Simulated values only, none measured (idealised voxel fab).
The process module that follows is named voxel gate over fins.
Pictured: cross-section cut, 205 nm wide, on a grid of 5 nm square cells.
In this document a cross-section is written as a grid of square cells. It is given as a series of bands, listed from the top down, and a band is one or more rows of cells.
Per band: top height and bottom height in nm, followed by the left-to-right materials and their widths in nm; "edge to edge" marks a single material spanning edge to edge, "blank" marks empty space.
We count height from 0. Below that, the starting wafer is all one material. The lowest band never ends at the bottom but goes on down; see "0..down" for how that is written.
The width entry "30->40" should be interpreted row by row: the top row of cells in the band takes the first number, the bottom row takes the second number, and the change between adjacent rows is uniform throughout.
Where a step carries "nothing was modified", the cross-section came out of it unchanged, cell for cell.
What "Closed empty spaces" gives you is every empty space of 8 cells or more that is cut off from the top. Each appears as width x height at distance, with the distance taken from the left edge and width, height and distance all in nm.
Note: text after step settings on the step line = simulator remark on that step.
When a step includes a mask, the "overlay nm" setting on its line states how far to the right of its planned place that mask lay, and negative values state how far to the left.

THE FOLLOWING LIST GIVES THE PLANNED PROCESS STEPS
1) RECEIVE: material Si
2) CONFORMAL_DEP: material SiN, thk nm 5
3) DIRECTIONAL_DEP: material aC, thk nm 15
4) PATTERN: tone cover, mask id FINS, material resist, width nm 15, pitch nm 45, thk nm 30, overlay nm 0
5) DIRECTIONAL_ETCH: etch materials aC, depth nm 15
6) STRIP: etch materials resist
7) DIRECTIONAL_ETCH: etch materials SiN, depth nm 5
8) DIRECTIONAL_ETCH: etch materials Si, depth nm 40
9) STRIP: etch materials aC
10) FILL_DEP: material SiO2, thk nm 5
11) CMP: height nm 5
12) SELECTIVE_ETCH: etch materials SiO2, depth nm 20
13) STRIP: etch materials SiN
14) CONFORMAL_DEP: material HfO2, thk nm 5
15) CONFORMAL_DEP: material TiN, thk nm 5
16) FILL_DEP: material W, thk nm 15
17) CMP: height nm 20
18) CONFORMAL_DEP: material SiCN, thk nm 10

CROSS-SECTION, INCOMING MATERIAL, AFTER STEP 1
    0..down | Si edge to edge
    Closed empty spaces: none

WAFER CROSS-SECTION AT MODULE END: FIRST OF TWO, RUN TO PLAN
    30..20 | SiCN edge to edge
    20..10 | W edge to edge
    10..5 | W 15 nm, then TiN 35 nm, then W 10 nm, then TiN 35 nm, then W 10 nm, then TiN 35 nm, then W 10 nm, then TiN 35 nm, then W 20 nm
    5..0 | W 15 nm, then TiN 5 nm, then HfO2 25 nm, then TiN 5 nm, then W 10 nm, then TiN 5 nm, then HfO2 25 nm, then TiN 5 nm, then W 10 nm, then TiN 5 nm, then HfO2 25 nm, then TiN 5 nm, then W 10 nm, then TiN 5 nm, then HfO2 25 nm, then TiN 5 nm, then W 20 nm
    0..-5 | W 15 nm, then TiN 5 nm, then HfO2 5 nm, then Si 15 nm, then HfO2 5 nm, then TiN 5 nm, then W 10 nm, then TiN 5 nm, then HfO2 5 nm, then Si 15 nm, then HfO2 5 nm, then TiN 5 nm, then W 10 nm, then TiN 5 nm, then HfO2 5 nm, then Si 15 nm, then HfO2 5 nm, then TiN 5 nm, then W 10 nm, then TiN 5 nm, then HfO2 5 nm, then Si 15 nm, then HfO2 5 nm, then TiN 5 nm, then W 20 nm
    -5..-10 | TiN 20 nm, then HfO2 5 nm, then Si 15 nm, then HfO2 5 nm, then TiN 20 nm, then HfO2 5 nm, then Si 15 nm, then HfO2 5 nm, then TiN 20 nm, then HfO2 5 nm, then Si 15 nm, then HfO2 5 nm, then TiN 20 nm, then HfO2 5 nm, then Si 15 nm, then HfO2 5 nm, then TiN 25 nm
    -10..-15 | HfO2 25 nm, then Si 15 nm, then HfO2 30 nm, then Si 15 nm, then HfO2 30 nm, then Si 15 nm, then HfO2 30 nm, then Si 15 nm, then HfO2 30 nm
    -15..-40 | SiO2 25 nm, then Si 15 nm, then SiO2 30 nm, then Si 15 nm, then SiO2 30 nm, then Si 15 nm, then SiO2 30 nm, then Si 15 nm, then SiO2 30 nm
    -40..down | Si edge to edge
    Closed empty spaces: none

END OF MODULE, SECOND WAFER, CROSS-SECTION. STARTED LIKE THE FIRST, PLANNED LIKE THE FIRST, RUN WITH ONE MISTAKE
    30..20 | SiCN edge to edge
    20..10 | W edge to edge
    10..5 | W 15 nm, then TiN 35 nm, then W 10 nm, then TiN 35 nm, then W 10 nm, then TiN 35 nm, then W 10 nm, then TiN 35 nm, then W 20 nm
    5..0 | W 15 nm, then TiN 5 nm, then HfO2 25 nm, then TiN 5 nm, then W 10 nm, then TiN 5 nm, then HfO2 25 nm, then TiN 5 nm, then W 10 nm, then TiN 5 nm, then HfO2 25 nm, then TiN 5 nm, then W 10 nm, then TiN 5 nm, then HfO2 25 nm, then TiN 5 nm, then W 20 nm
    0..-25 | W 15 nm, then TiN 5 nm, then HfO2 5 nm, then Si 15 nm, then HfO2 5 nm, then TiN 5 nm, then W 10 nm, then TiN 5 nm, then HfO2 5 nm, then Si 15 nm, then HfO2 5 nm, then TiN 5 nm, then W 10 nm, then TiN 5 nm, then HfO2 5 nm, then Si 15 nm, then HfO2 5 nm, then TiN 5 nm, then W 10 nm, then TiN 5 nm, then HfO2 5 nm, then Si 15 nm, then HfO2 5 nm, then TiN 5 nm, then W 20 nm
    -25..-30 | TiN 20 nm, then HfO2 5 nm, then Si 15 nm, then HfO2 5 nm, then TiN 20 nm, then HfO2 5 nm, then Si 15 nm, then HfO2 5 nm, then TiN 20 nm, then HfO2 5 nm, then Si 15 nm, then HfO2 5 nm, then TiN 20 nm, then HfO2 5 nm, then Si 15 nm, then HfO2 5 nm, then TiN 25 nm
    -30..-35 | HfO2 25 nm, then Si 15 nm, then HfO2 30 nm, then Si 15 nm, then HfO2 30 nm, then Si 15 nm, then HfO2 30 nm, then Si 15 nm, then HfO2 30 nm
    -35..-40 | SiO2 25 nm, then Si 15 nm, then SiO2 30 nm, then Si 15 nm, then SiO2 30 nm, then Si 15 nm, then SiO2 30 nm, then Si 15 nm, then SiO2 30 nm
    -40..down | Si edge to edge
    Closed empty spaces: none
What went wrong in running the wafer? execution of plan step 12 occurred twice
Heads up, by the end the second wafer has more or fewer cells of some materials compared to the first: 32 more of HfO2, 116 fewer of SiO2, 32 more of TiN, 52 more of W
